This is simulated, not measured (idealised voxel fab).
process module | voxel transistor to metal
cross-section cut | 175 nm wide | cells 5 nm
A cross-section is a grid of square cells, given in bands from the top down. A band is one or more rows of cells.
Each band's line starts with the height of the band's top and of its bottom, in nm. Then come its materials from left to right, each with its width in nm. One material with "throughout" fills the band from edge to edge. "air" is empty space.
Height 0 is the level under which the wafer as received is all one material. The lowest band goes on downwards, as in "0 down".
A width such as "30 to 40" changes by the same amount from each row of cells to the next, from the band's top row to its bottom row.
"no change" after a step means that no cell of the cross-section changed.
closed voids: empty space of 8 cells or more with no open way to the top, each as width x height at its distance from the left edge, in nm
after a step's settings: what the simulator itself notes on the step
overlay nm, on a step with a mask: how far to the right of its planned place the mask lay; to the left if negative
plan
1 op RECEIVE | material Si
2 op OXIDIZE | depth nm 5
3 op CONFORMAL_DEP | material SiN | thk nm 10
4 op PATTERN | tone cover | mask id ACTIVE | material resist | width nm 105 | thk nm 20 | overlay nm 0
5 op DIRECTIONAL_ETCH | etch materials SiN | depth nm 10
6 op DIRECTIONAL_ETCH | etch materials SiO2 | depth nm 5
7 op DIRECTIONAL_ETCH | etch materials Si | depth nm 25
8 op STRIP | etch materials resist
9 op OXIDIZE | depth nm 5
10 op FILL_DEP | material SiO2 | thk nm 15
11 op CMP | height nm 10
12 op SELECTIVE_ETCH | etch materials SiO2 | depth nm 5
13 op STRIP | etch materials SiN
14 op SELECTIVE_ETCH | etch materials SiO2 | depth nm 5
15 op OXIDIZE | depth nm 5
16 op DIRECTIONAL_DEP | material polySi | thk nm 20
17 op DIRECTIONAL_DEP | material SiCN | thk nm 10
18 op MASKED_ETCH | tone cover | mask id GATE | width nm 25 | etch materials SiCN | depth nm 20 | overlay nm 0
19 op MASKED_ETCH | tone cover | mask id GATE | width nm 25 | etch materials polySi | depth nm 30 | overlay nm 0
20 op CONFORMAL_DEP | material SiO2 | thk nm 5
21 op DIRECTIONAL_ETCH | etch materials SiO2 | depth nm 5
22 op CONFORMAL_DEP | material SiN | thk nm 10
23 op DIRECTIONAL_ETCH | etch materials SiN | depth nm 10
24 op DIRECTIONAL_ETCH | etch materials SiO2 | depth nm 5
25 op DIRECTIONAL_ETCH | etch materials Si | depth nm 15
26 op EPI | material nSi | thk nm 15
27 op FILL_DEP | material SiO2 | thk nm 5
28 op CMP | height nm 15
29 op STRIP | etch materials polySi
30 op SELECTIVE_ETCH | etch materials SiO2 | depth nm 5
31 op CONFORMAL_DEP | material HfO2 | thk nm 5
32 op CONFORMAL_DEP | material TiN | thk nm 5
33 op FILL_DEP | material W | thk nm 10
34 op CMP | height nm 10
35 op DIRECTIONAL_DEP | material SiO2 | thk nm 15
36 op DIRECTIONAL_DEP | material aC | thk nm 10
37 op PATTERN | tone open | mask id CONTACT | material resist | width nm 20 | pitch nm 75 | thk nm 30 | overlay nm 0
38 op DIRECTIONAL_ETCH | etch materials aC | depth nm 10
39 op STRIP | etch materials resist
40 op DIRECTIONAL_ETCH | etch materials SiO2 | depth nm 20
41 op STRIP | etch materials aC
42 op CONFORMAL_DEP | material TiN | thk nm 5
43 op FILL_DEP | material W | thk nm 10
44 op CMP | height nm 25
45 op DIRECTIONAL_DEP | material TiN | thk nm 5
46 op DIRECTIONAL_DEP | material W | thk nm 15
47 op PATTERN | tone cover | mask id METAL_1 | material resist | width nm 20 | pitch nm 75 | thk nm 20 | overlay nm 0
48 op DIRECTIONAL_ETCH | etch materials W | depth nm 15
49 op DIRECTIONAL_ETCH | etch materials TiN | depth nm 5
50 op STRIP | etch materials resist
51 op FILL_DEP | material SiO2 | thk nm 10
52 op CMP | height nm 45
53 op CONFORMAL_DEP | material SiCN | thk nm 5
54 op DIRECTIONAL_DEP | material SiO2 | thk nm 25
55 op MASKED_ETCH | tone open | mask id METAL_2 | width nm 20 | pitch nm 75 | etch materials SiO2 | depth nm 15 | overlay nm 0
56 op MASKED_ETCH | tone open | mask id METAL_2_HOLES | width nm 15 | pitch nm 75 | etch materials SiO2 | depth nm 10 | overlay nm 0
57 op MASKED_ETCH | tone open | mask id METAL_2_HOLES | width nm 15 | pitch nm 75 | etch materials SiCN | depth nm 5 | overlay nm 0
58 op CONFORMAL_DEP | material TiN | thk nm 5
59 op FILL_DEP | material Cu | thk nm 5
60 op CMP | height nm 75
61 op CONFORMAL_DEP | material SiN | thk nm 5
as received, after step 1
  0 down: Si throughout
  closed voids: none
a wafer at the end: this start, this plan, one mistake
  80 to 75: SiN throughout
  75 to 65: SiO2 40 | TiN 5 | Cu 10 | TiN 5 | SiO2 55 | TiN 5 | Cu 10 | TiN 5 | SiO2 40
  65 to 60: SiO2 40 | TiN 5 | Cu 5 | TiN 10 | SiO2 55 | TiN 5 | Cu 5 | TiN 10 | SiO2 40
  60 to 50: SiO2 40 | TiN 5 | Cu 5 | TiN 5 | SiO2 60 | TiN 5 | Cu 5 | TiN 5 | SiO2 45
  50 to 45: SiCN 40 | TiN 15 | SiCN 60 | TiN 15 | SiCN 45
  45 to 30: SiO2 40 | W 20 | SiO2 55 | W 20 | SiO2 40
  30 to 25: SiO2 40 | TiN 20 | SiO2 55 | TiN 20 | SiO2 40
  25 to 10: SiO2 40 | TiN 5 | W 10 | TiN 5 | SiO2 55 | TiN 5 | W 10 | TiN 5 | SiO2 40
  10 to 5: SiO2 40 | TiN 20 | SiN 10 | HfO2 5 | TiN 5 | W 15 | TiN 5 | HfO2 5 | SiN 10 | TiN 20 | SiO2 40
  5 to 0: SiO2 45 | nSi 15 | SiN 10 | HfO2 5 | TiN 5 | W 15 | TiN 5 | HfO2 5 | SiN 10 | nSi 15 | SiO2 45
  0 to -5: SiO2 40 | SiN 10 | nSi 10 | SiN 10 | HfO2 5 | TiN 25 | HfO2 5 | SiN 10 | nSi 10 | SiN 10 | SiO2 40
  -5 to -10: SiO2 50 | nSi 10 | SiO2 10 | HfO2 35 | SiO2 10 | nSi 10 | SiO2 50
  -10 to -25: SiO2 45 | Si 5 | nSi 10 | Si 55 | nSi 10 | Si 5 | SiO2 45
  -25 to -35: SiO2 45 | Si 85 | SiO2 45
  -35 down: Si throughout
  closed voids: none
what went wrong: step 4 ran as: op PATTERN | tone cover | mask id ACTIVE | material resist | width nm 95 | thk nm 20 | overlay nm 0
